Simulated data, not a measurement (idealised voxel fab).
process module | voxel capacitor over wiring
cross-section cut | 285 nm wide | cells 5 nm
A cross-section is a grid of square cells, given in bands from the top down. A band is one or more rows of cells.
Each band's line starts with the height of the band's top and of its bottom, in nm. Then come its materials from left to right, each with its width in nm. One material with "throughout" fills the band from edge to edge. "air" is empty space.
Height 0 is the level under which the wafer as received is all one material. The lowest band goes on downwards, as in "0 down".
A width such as "30 to 40" changes by the same amount from each row of cells to the next, from the band's top row to its bottom row.
"no change" after a step means that no cell of the cross-section changed.
closed voids: empty space of 8 cells or more with no open way to the top, each as width x height at its distance from the left edge, in nm
after a step's settings: what the simulator itself notes on the step
overlay nm, on a step with a mask: how far to the right of its planned place the mask lay; to the left if negative
plan
1 op RECEIVE | material Si
2 op CONFORMAL_DEP | material SiO2 | thk nm 15
3 op DIRECTIONAL_DEP | material TiN | thk nm 5
4 op DIRECTIONAL_DEP | material Ru | thk nm 20
5 op PATTERN | tone cover | mask id METAL_1 | material resist | width nm 30 | pitch nm 100 | thk nm 20 | overlay nm 0
6 op DIRECTIONAL_ETCH | etch materials Ru | depth nm 20
7 op DIRECTIONAL_ETCH | etch materials TiN | depth nm 5
8 op STRIP | etch materials resist
9 op FILL_DEP | material SiO2 | thk nm 10
10 op CMP | height nm 40
11 op CONFORMAL_DEP | material SiCN | thk nm 5
12 op DIRECTIONAL_DEP | material lowk | thk nm 15
13 op DIRECTIONAL_DEP | material aC | thk nm 15
14 op PATTERN | tone open | mask id PLUG_1 | material resist | width nm 15 | thk nm 30 | overlay nm 0
15 op DIRECTIONAL_ETCH | etch materials aC | depth nm 15
16 op STRIP | etch materials resist
17 op DIRECTIONAL_ETCH | etch materials lowk | depth nm 15
18 op DIRECTIONAL_ETCH | etch materials SiCN | depth nm 5
19 op STRIP | etch materials aC
20 op EPI | material Ru | thk nm 10
21 op EPI | material Ru | thk nm 10
22 op DIRECTIONAL_DEP | material TiN | thk nm 10
23 op DIRECTIONAL_DEP | material Al2O3 | thk nm 5
24 op DIRECTIONAL_DEP | material TiN | thk nm 5
25 op PATTERN | tone cover | mask id UPPER_PLATE | material resist | width nm 75 | thk nm 15 | overlay nm 0
26 op DIRECTIONAL_ETCH | etch materials TiN | depth nm 5
27 op DIRECTIONAL_ETCH | etch materials Al2O3 | depth nm 5
28 op STRIP | etch materials resist
29 op MASKED_ETCH | tone cover | mask id LOWER_PLATE | width nm 85 | etch materials TiN | depth nm 10 | overlay nm 0
30 op FILL_DEP | material SiO2 | thk nm 20
31 op CMP | height nm 95
32 op MASKED_ETCH | tone open | mask id PLUG_2 | width nm 15 | etch materials SiO2 | depth nm 15 | overlay nm 0
33 op CONFORMAL_DEP | material TiN | thk nm 5
34 op FILL_DEP | material Ru | thk nm 10
35 op CMP | height nm 95
36 op CONFORMAL_DEP | material SiN | thk nm 5
first wafer, as planned
as received, after step 1
  0 down: Si throughout
  closed voids: none
after step 2
  15 to 0: SiO2 throughout
  below 0: unchanged
after step 3
  20 to 15: TiN throughout
  below 15: unchanged
after step 4
  40 to 20: Ru throughout
  below 20: unchanged
after step 5
  60 to 40: air 75 | resist 30 | air 70 | resist 30 | air 80
  below 40: unchanged
after step 6
  60 to 40: air 75 | resist 30 | air 70 | resist 30 | air 80
  40 to 20: air 75 | Ru 30 | air 70 | Ru 30 | air 80
  below 20: unchanged
after step 7
  60 to 40: air 75 | resist 30 | air 70 | resist 30 | air 80
  40 to 20: air 75 | Ru 30 | air 70 | Ru 30 | air 80
  20 to 15: air 75 | TiN 30 | air 70 | TiN 30 | air 80
  below 15: unchanged
after step 8
  40 to 20: air 75 | Ru 30 | air 70 | Ru 30 | air 80
  below 20: unchanged
after step 9
  50 to 40: SiO2 throughout
  40 to 20: SiO2 75 | Ru 30 | SiO2 70 | Ru 30 | SiO2 80
  20 to 15: SiO2 75 | TiN 30 | SiO2 70 | TiN 30 | SiO2 80
  below 15: unchanged
after step 10
  40 to 20: SiO2 75 | Ru 30 | SiO2 70 | Ru 30 | SiO2 80
  below 20: unchanged
after step 11
  45 to 40: SiCN throughout
  below 40: unchanged
after step 12
  60 to 45: lowk throughout
  below 45: unchanged
after step 13
  75 to 60: aC throughout
  below 60: unchanged
after step 14
  105 to 75: resist 90 | air 15 | resist 180
  below 75: unchanged
after step 15
  90 to 75: resist 90 | air 15 | resist 180
  75 to 60: aC 90 | air 15 | aC 180
  below 60: unchanged
after step 16
  75 to 60: aC 90 | air 15 | aC 180
  below 60: unchanged
after step 17
  75 to 60: aC 90 | air 15 | aC 180
  60 to 45: lowk 90 | air 15 | lowk 180
  below 45: unchanged
after step 18
  75 to 60: aC 90 | air 15 | aC 180
  60 to 45: lowk 90 | air 15 | lowk 180
  45 to 40: SiCN 90 | air 15 | SiCN 180
  below 40: unchanged
after step 19
  60 to 45: lowk 90 | air 15 | lowk 180
  below 45: unchanged
after step 20
  60 to 50: lowk 90 | air 15 | lowk 180
  50 to 45: lowk 90 | Ru 15 | lowk 180
  45 to 40: SiCN 90 | Ru 15 | SiCN 180
  below 40: unchanged
after step 21
  60 to 45: lowk 90 | Ru 15 | lowk 180
  below 45: unchanged
after step 22
  70 to 60: TiN throughout
  below 60: unchanged
after step 23
  75 to 70: Al2O3 throughout
  below 70: unchanged
after step 24
  80 to 75: TiN throughout
  below 75: unchanged
after step 25
  95 to 80: air 90 | resist 75 | air 120
  below 80: unchanged
after step 26
  95 to 80: air 90 | resist 75 | air 120
  80 to 75: air 90 | TiN 75 | air 120
  below 75: unchanged
after step 27
  95 to 80: air 90 | resist 75 | air 120
  80 to 75: air 90 | TiN 75 | air 120
  75 to 70: air 90 | Al2O3 75 | air 120
  below 70: unchanged
after step 28
  80 to 75: air 90 | TiN 75 | air 120
  below 75: unchanged
after step 29
  80 to 75: air 90 | TiN 75 | air 120
  75 to 70: air 90 | Al2O3 75 | air 120
  70 to 60: air 85 | TiN 85 | air 115
  below 60: unchanged
after step 30
  100 to 80: SiO2 throughout
  80 to 75: SiO2 90 | TiN 75 | SiO2 120
  75 to 70: SiO2 90 | Al2O3 75 | SiO2 120
  70 to 60: SiO2 85 | TiN 85 | SiO2 115
  below 60: unchanged
after step 31
  95 to 80: SiO2 throughout
  below 80: unchanged
after step 32
  95 to 80: SiO2 100 | air 15 | SiO2 170
  below 80: unchanged
after step 33
  100 to 95: TiN 105 | air 5 | TiN 175
  95 to 85: SiO2 100 | TiN 5 | air 5 | TiN 5 | SiO2 170
  85 to 75: SiO2 100 to 90 | TiN 15 to 75 | SiO2 170 to 120
  below 75: unchanged
after step 34
  110 to 100: Ru throughout
  100 to 95: TiN 105 | Ru 5 | TiN 175
  95 to 85: SiO2 100 | TiN 5 | Ru 5 | TiN 5 | SiO2 170
  below 85: unchanged
after step 35
  95 to 85: SiO2 100 | TiN 5 | Ru 5 | TiN 5 | SiO2 170
  below 85: unchanged
after step 36
  100 to 95: SiN throughout
  below 95: unchanged
second wafer: like start, like plan, one mistake. Through step 28 it matches the first wafer
when step 29 should have ended
  75 to 70: air 90 | Al2O3 75 | air 120
  70 to 60: TiN 85 | air 5 | TiN 75 | air 5 | TiN 115
  below 60: unchanged
when step 30 should have ended
  95 to 75: SiO2 throughout
  75 to 70: SiO2 90 | Al2O3 75 | SiO2 120
  70 to 60: TiN 85 | SiO2 5 | TiN 75 | SiO2 5 | TiN 115
  below 60: unchanged
when step 31 should have ended: no change
when step 32 should have ended
  95 to 80: SiO2 100 | air 15 | SiO2 170
  below 80: unchanged
when step 33 should have ended
  100 to 95: TiN 105 | air 5 | TiN 175
  95 to 85: SiO2 100 | TiN 5 | air 5 | TiN 5 | SiO2 170
  85 to 80: SiO2 100 | TiN 15 | SiO2 170
  below 80: unchanged
when step 34 should have ended
  110 to 100: Ru throughout
  100 to 95: TiN 105 | Ru 5 | TiN 175
  95 to 85: SiO2 100 | TiN 5 | Ru 5 | TiN 5 | SiO2 170
  below 85: unchanged
when step 35 should have ended
  95 to 85: SiO2 100 | TiN 5 | Ru 5 | TiN 5 | SiO2 170
  below 85: unchanged
when step 36 should have ended
  100 to 95: SiN throughout
  below 95: unchanged
what went wrong: step 29 ran as: op MASKED_ETCH | tone open | mask id LOWER_PLATE | width nm 85 | etch materials TiN | depth nm 10 | overlay nm 0
at the end the second wafer has, in cells: 61 fewer of SiO2 | 61 more of TiN
